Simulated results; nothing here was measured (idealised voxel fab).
The process module presented herein is designated voxel wiring stack.
Cross-section cut: width 270 nm, square cells of 5 nm.
Cross-sections here: square-cell grids, written as top-down lists of bands, a band being one or more rows of cells.
Top, bottom (nm), then materials left to right with widths (nm); lone material tagged "everywhere" fills the whole band edge to edge; "blank" = empty space.
We count height from 0. Below that, the starting wafer is all one material. The lowest band never ends at the bottom but goes on down; see "0..down" for how that is written.
Note: "30..40" means the width goes from the first number (top row of the band) to the second number (bottom row) in equal steps per row of cells.
Any step labelled "no alterations made" changed none of the cells in the cross-section.
This entry, "Enclosed void listing", enumerates those empty regions of no fewer than 8 cells that possess no open connection to the top. Each region is reported in the form width x height at distance, the distance being taken from the left edge, with all three quantities expressed in nm.
It should be noted that, on the line of a given step, the content following the step's settings is a remark produced by the simulator itself with respect to that step.
overlay nm, on a step with a mask: how far to the right of its planned place the mask lay; to the left if negative
**This section lists the process steps that were planned**
1,op RECEIVE | material Si
2,op CONFORMAL_DEP | material SiO2 | thk nm 15
3,op DIRECTIONAL_DEP | material TiN | thk nm 5
4,op DIRECTIONAL_DEP | material W | thk nm 15
5,op MASKED_ETCH | tone cover | mask id METAL_1 | width nm 25 | pitch nm 50 | etch materials W | depth nm 15 | overlay nm 0
6,op MASKED_ETCH | tone cover | mask id METAL_1 | width nm 25 | pitch nm 50 | etch materials TiN | depth nm 5 | overlay nm 0
7,op FILL_DEP | material SiO2 | thk nm 10
8,op CMP | height nm 35
9,op CONFORMAL_DEP | material SiCN | thk nm 5
10,op DIRECTIONAL_DEP | material SiO2 | thk nm 35
11,op DIRECTIONAL_DEP | material aC | thk nm 15
12,op PATTERN | tone open | mask id METAL_2_HOLES | material resist | width nm 15 | thk nm 30 | overlay nm 0
13,op DIRECTIONAL_ETCH | etch materials aC | depth nm 15
14,op STRIP | etch materials resist
15,op DIRECTIONAL_ETCH | etch materials SiO2 | depth nm 35
16,op STRIP | etch materials aC
17,op MASKED_ETCH | tone open | mask id METAL_2 | width nm 25 | pitch nm 50 | etch materials SiO2 | depth nm 20 | overlay nm 0
18,op MASKED_ETCH | tone open | mask id METAL_2 | width nm 25 | pitch nm 50 | etch materials SiCN | depth nm 5 | overlay nm 0
19,op CONFORMAL_DEP | material TiN | thk nm 5
20,op FILL_DEP | material Cu | thk nm 5
21,op CMP | height nm 75
22,op CONFORMAL_DEP | material SiCN | thk nm 5
23,op DIRECTIONAL_DEP | material SiO2 | thk nm 35
24,op MASKED_ETCH | tone open | mask id METAL_3_HOLES | width nm 15 | etch materials SiO2 | depth nm 35 | overlay nm 0
25,op PATTERN | tone open | mask id METAL_3 | material resist | width nm 25 | pitch nm 50 | thk nm 15 | overlay nm 0
26,op DIRECTIONAL_ETCH | etch materials SiO2 | depth nm 20
27,op DIRECTIONAL_ETCH | etch materials SiCN | depth nm 5
28,op STRIP | etch materials resist
29,op CONFORMAL_DEP | material TiN | thk nm 5
30,op FILL_DEP | material Ru | thk nm 10
31,op CMP | height nm 115
32,op CONFORMAL_DEP | material SiCN | thk nm 5
**As received (post step 1): cross-section**
0..down  Si everywhere
Enclosed void listing: none
**Sectioned view, first of two wafers, at the close of the module, processed as intended in the plan**
120..115  SiCN everywhere
115..100  95 nm SiO2 / 5 nm TiN / 15 nm Ru / 5 nm TiN / 25 nm SiO2 / 5 nm TiN / 15 nm Ru / 5 nm TiN / 100 nm SiO2
100..95  95 nm SiO2 / 5 nm TiN / 5 nm Ru / 15 nm TiN / 25 nm SiO2 / 25 nm TiN / 100 nm SiO2
95..80  95 nm SiO2 / 5 nm TiN / 5 nm Ru / 5 nm TiN / 160 nm SiO2
80..75  95 nm SiCN / 15 nm TiN / 160 nm SiCN
75..60  95 nm SiO2 / 5 nm TiN / 15 nm Cu / 5 nm TiN / 25 nm SiO2 / 5 nm TiN / 15 nm Cu / 5 nm TiN / 100 nm SiO2
60..55  95 nm SiO2 / 5 nm TiN / 5 nm Cu / 15 nm TiN / 25 nm SiO2 / 25 nm TiN / 100 nm SiO2
55..40  95 nm SiO2 / 5 nm TiN / 5 nm Cu / 5 nm TiN / 160 nm SiO2
40..35  95 nm SiCN / 15 nm TiN / 160 nm SiCN
35..20  95 nm SiO2 / 25 nm W / 25 nm SiO2 / 25 nm W / 100 nm SiO2
20..15  95 nm SiO2 / 25 nm TiN / 25 nm SiO2 / 25 nm TiN / 100 nm SiO2
15..0  SiO2 everywhere
0..down  Si everywhere
Enclosed void listing: none
**Here is the second of the two wafers cut open at the end of the module - same start, same plan as the first one, but we made one mistake running it**
120..115  SiCN everywhere
115..100  95 nm SiO2 / 5 nm TiN / 15 nm Ru / 5 nm TiN / 25 nm SiO2 / 5 nm TiN / 15 nm Ru / 5 nm TiN / 100 nm SiO2
100..95  95 nm SiO2 / 5 nm TiN / 5 nm Ru / 15 nm TiN / 25 nm SiO2 / 25 nm TiN / 100 nm SiO2
95..80  95 nm SiO2 / 5 nm TiN / 5 nm Ru / 5 nm TiN / 160 nm SiO2
80..75  95 nm SiCN / 15 nm TiN / 160 nm SiCN
75..60  95 nm SiO2 / 5 nm TiN / 15 nm Cu / 5 nm TiN / 25 nm SiO2 / 5 nm TiN / 15 nm Cu / 5 nm TiN / 100 nm SiO2
60..55  95 nm SiO2 / 5 nm TiN / 5 nm Cu / 15 nm TiN / 25 nm SiO2 / 25 nm TiN / 100 nm SiO2
55..40  95 nm SiO2 / 5 nm TiN / 5 nm Cu / 5 nm TiN / 160 nm SiO2
40..35  95 nm SiCN / 15 nm TiN / 160 nm SiCN
35..30  95 nm SiO2 / 25 nm TiN / 25 nm SiO2 / 25 nm TiN / 100 nm SiO2
30..15  W everywhere
15..0  SiO2 everywhere
0..down  Si everywhere
Enclosed void listing: none
Nonconformance to the process plan: steps 3 and 4 were swapped
Final wafer comparison in cells, second versus first, more or fewer per material: SiO2 -132, W +132
